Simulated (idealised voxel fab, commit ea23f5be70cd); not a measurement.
The process module that follows is named voxel capacitor over wiring.
We display cut, a cross-section 205 nm in width whose square cells are each 5 nm.
Notation: cross-section as square-cell grid; stated in bands, top first, going down; one or more cell rows per band.
The band entry comprises the height of the band's top followed by the height of its bottom, expressed in nm, and subsequently the band's materials from left to right, each stated together with its width in nm. Where a single material is marked with the word "all across", that material fills the band from edge to edge. The word "empty" represents empty space.
The level at which height equals 0 is the one under which the wafer, as it arrives, is entirely one material. No lower edge exists for the bottom band, which continues downward and is notated as in "0 down".
Width: "30..40" (first number = top row, second number = bottom row, same change from row to row of cells).
It should be understood that the words "no change occurred", when stated for a given step, signify that the cross-section underwent no change in any of its cells during that step.
So "Closed void roster" is basically the list of trapped voids: any empty space of 8 cells or more that can't reach the top through an opening. They're written width x height at distance, the distance being from the left edge, and it's all nm.
Where a step's line continues beyond its settings, the continuation is a remark by the simulator itself on that step.
You can add "overlay nm" to a step's line. For a step with a mask, it describes how far the mask lay to the right of its planned position, and a negative number describes a lay to the left.
Plan
1) RECEIVE,material Si
2) CONFORMAL_DEP,material SiO2,thk nm 10
3) DIRECTIONAL_DEP,material TiN,thk nm 5
4) DIRECTIONAL_DEP,material W,thk nm 15
5) MASKED_ETCH,tone cover,mask id METAL_1,width nm 25,pitch nm 90,etch materials W,depth nm 15,overlay nm 0
6) MASKED_ETCH,tone cover,mask id METAL_1,width nm 25,pitch nm 90,etch materials TiN,depth nm 5,overlay nm 0
7) FILL_DEP,material lowk,thk nm 10
8) CMP,height nm 30
9) CONFORMAL_DEP,material SiCN,thk nm 5
10) DIRECTIONAL_DEP,material SiO2,thk nm 10
11) DIRECTIONAL_DEP,material aC,thk nm 15
12) PATTERN,tone open,mask id PLUG_1,material resist,width nm 15,thk nm 30,overlay nm 0
13) DIRECTIONAL_ETCH,etch materials aC,depth nm 15
14) STRIP,etch materials resist
15) DIRECTIONAL_ETCH,etch materials SiO2,depth nm 10
16) DIRECTIONAL_ETCH,etch materials SiCN,depth nm 5
17) STRIP,etch materials aC
18) EPI,material Ru,thk nm 10
19) EPI,material Ru,thk nm 5
20) DIRECTIONAL_DEP,material TiN,thk nm 10
21) DIRECTIONAL_DEP,material SiN,thk nm 5
22) DIRECTIONAL_DEP,material TiN,thk nm 5
23) PATTERN,tone cover,mask id UPPER_PLATE,material resist,width nm 70,thk nm 15,overlay nm 0
24) DIRECTIONAL_ETCH,etch materials TiN,depth nm 5
25) DIRECTIONAL_ETCH,etch materials SiN,depth nm 5
26) STRIP,etch materials resist
27) PATTERN,tone cover,mask id LOWER_PLATE,material resist,width nm 80,thk nm 15,overlay nm 0
28) DIRECTIONAL_ETCH,etch materials TiN,depth nm 10
29) STRIP,etch materials resist
30) FILL_DEP,material SiO2,thk nm 15
31) CMP,height nm 75
32) MASKED_ETCH,tone open,mask id PLUG_2,width nm 15,etch materials SiO2,depth nm 10,overlay nm 0
33) CONFORMAL_DEP,material TiN,thk nm 5
34) FILL_DEP,material Cu,thk nm 5
35) CMP,height nm 75
36) CONFORMAL_DEP,material SiN,thk nm 5
First of two wafers, processed according to plan
Cross-sectional view of the wafer in its as-received condition, corresponding to the state after step 1
- 0 down: Si all across
- Closed void roster: none
Take a look at the wafer's cross-section after step 2
- 10 to 0: SiO2 all across
- Under 0: no change, same as before.
Take a look at the wafer's cross-section after step 3
- 15 to 10: TiN all across
- Under 10: no change, same as before.
Take a look at the wafer's cross-section after step 4
- 30 to 15: W all across
- Under 15: no change, same as before.
Take a look at the wafer's cross-section after step 5
- 30 to 15: empty 45  W 25  empty 65  W 25  empty 45
- Under 15: no change, same as before.
Take a look at the wafer's cross-section after step 6
- 30 to 15: empty 45  W 25  empty 65  W 25  empty 45
- 15 to 10: empty 45  TiN 25  empty 65  TiN 25  empty 45
- Under 10: no change, same as before.
Take a look at the wafer's cross-section after step 7
- 40 to 30: lowk all across
- 30 to 15: lowk 45  W 25  lowk 65  W 25  lowk 45
- 15 to 10: lowk 45  TiN 25  lowk 65  TiN 25  lowk 45
- Under 10: no change, same as before.
Take a look at the wafer's cross-section after step 8
- 30 to 15: lowk 45  W 25  lowk 65  W 25  lowk 45
- Under 15: no change, same as before.
Take a look at the wafer's cross-section after step 9
- 35 to 30: SiCN all across
- Under 30: no change, same as before.
Take a look at the wafer's cross-section after step 10
- 45 to 35: SiO2 all across
- Under 35: no change, same as before.
Take a look at the wafer's cross-section after step 11
- 60 to 45: aC all across
- Under 45: no change, same as before.
Take a look at the wafer's cross-section after step 12
- 90 to 60: resist 55  empty 15  resist 135
- Under 60: no change, same as before.
Take a look at the wafer's cross-section after step 13
- 75 to 60: resist 55  empty 15  resist 135
- 60 to 45: aC 55  empty 15  aC 135
- Under 45: no change, same as before.
Take a look at the wafer's cross-section after step 14
- 60 to 45: aC 55  empty 15  aC 135
- Under 45: no change, same as before.
Take a look at the wafer's cross-section after step 15
- 60 to 45: aC 55  empty 15  aC 135
- 45 to 35: SiO2 55  empty 15  SiO2 135
- Under 35: no change, same as before.
Take a look at the wafer's cross-section after step 16
- 60 to 45: aC 55  empty 15  aC 135
- 45 to 35: SiO2 55  empty 15  SiO2 135
- 35 to 30: SiCN 55  empty 15  SiCN 135
- Under 30: no change, same as before.
Take a look at the wafer's cross-section after step 17
- 45 to 35: SiO2 55  empty 15  SiO2 135
- Under 35: no change, same as before.
Take a look at the wafer's cross-section after step 18
- 45 to 40: SiO2 55  empty 15  SiO2 135
- 40 to 35: SiO2 55  Ru 15  SiO2 135
- 35 to 30: SiCN 55  Ru 15  SiCN 135
- Under 30: no change, same as before.
Take a look at the wafer's cross-section after step 19
- 45 to 35: SiO2 55  Ru 15  SiO2 135
- Under 35: no change, same as before.
Take a look at the wafer's cross-section after step 20
- 55 to 45: TiN all across
- Under 45: no change, same as before.
Take a look at the wafer's cross-section after step 21
- 60 to 55: SiN all across
- Under 55: no change, same as before.
Take a look at the wafer's cross-section after step 22
- 65 to 60: TiN all across
- Under 60: no change, same as before.
Take a look at the wafer's cross-section after step 23
- 80 to 65: empty 55  resist 70  empty 80
- Under 65: no change, same as before.
Take a look at the wafer's cross-section after step 24
- 80 to 65: empty 55  resist 70  empty 80
- 65 to 60: empty 55  TiN 70  empty 80
- Under 60: no change, same as before.
Take a look at the wafer's cross-section after step 25
- 80 to 65: empty 55  resist 70  empty 80
- 65 to 60: empty 55  TiN 70  empty 80
- 60 to 55: empty 55  SiN 70  empty 80
- Under 55: no change, same as before.
Take a look at the wafer's cross-section after step 26
- 65 to 60: empty 55  TiN 70  empty 80
- Under 60: no change, same as before.
Take a look at the wafer's cross-section after step 27
- 80 to 65: empty 50  resist 80  empty 75
- 65 to 60: empty 50  resist 5  TiN 70  resist 5  empty 75
- 60 to 55: empty 50  resist 5  SiN 70  resist 5  empty 75
- Under 55: no change, same as before.
Take a look at the wafer's cross-section after step 28
- 80 to 65: empty 50  resist 80  empty 75
- 65 to 60: empty 50  resist 5  TiN 70  resist 5  empty 75
- 60 to 55: empty 50  resist 5  SiN 70  resist 5  empty 75
- 55 to 45: empty 50  TiN 80  empty 75
- Under 45: no change, same as before.
Take a look at the wafer's cross-section after step 29
- 65 to 60: empty 55  TiN 70  empty 80
- 60 to 55: empty 55  SiN 70  empty 80
- Under 55: no change, same as before.
Take a look at the wafer's cross-section after step 30
- 80 to 65: SiO2 all across
- 65 to 60: SiO2 55  TiN 70  SiO2 80
- 60 to 55: SiO2 55  SiN 70  SiO2 80
- 55 to 45: SiO2 50  TiN 80  SiO2 75
- Under 45: no change, same as before.
Take a look at the wafer's cross-section after step 31
- 75 to 65: SiO2 all across
- Under 65: no change, same as before.
Take a look at the wafer's cross-section after step 32
- 75 to 65: SiO2 65  empty 15  SiO2 125
- Under 65: no change, same as before.
Take a look at the wafer's cross-section after step 33
- 80 to 75: TiN 70  empty 5  TiN 130
- 75 to 70: SiO2 65  TiN 5  empty 5  TiN 5  SiO2 125
- 70 to 60: SiO2 65..55  TiN 15..70  SiO2 125..80
- Under 60: no change, same as before.
Take a look at the wafer's cross-section after step 34
- 85 to 80: Cu all across
- 80 to 75: TiN 70  Cu 5  TiN 130
- 75 to 70: SiO2 65  TiN 5  Cu 5  TiN 5  SiO2 125
- Under 70: no change, same as before.
Take a look at the wafer's cross-section after step 35
- 75 to 70: SiO2 65  TiN 5  Cu 5  TiN 5  SiO2 125
- Under 70: no change, same as before.
Take a look at the wafer's cross-section after step 36
- 80 to 75: SiN all across
- Under 75: no change, same as before.
Here the second wafer is described. Its start and its plan were those of the first wafer. Its run contained one mistake. Up to and including step 34, it did exactly what the first wafer did
Second wafer, cut view, end of step 35 per plan
- 65 to 60: SiO2 55  TiN 70  SiO2 80
- Under 60: no change, same as before.
Second wafer, cut view, end of step 36 per plan
- 70 to 65: SiN all across
- Under 65: no change, same as before.
Here's what went sideways: step 35 ran with different settings than intended, the actual operation and settings being CMP,height nm 65
Wrapping up, a cell-based count of both wafers puts the second over or under the first for these materials: Cu -1; SiO2 -76; TiN -5
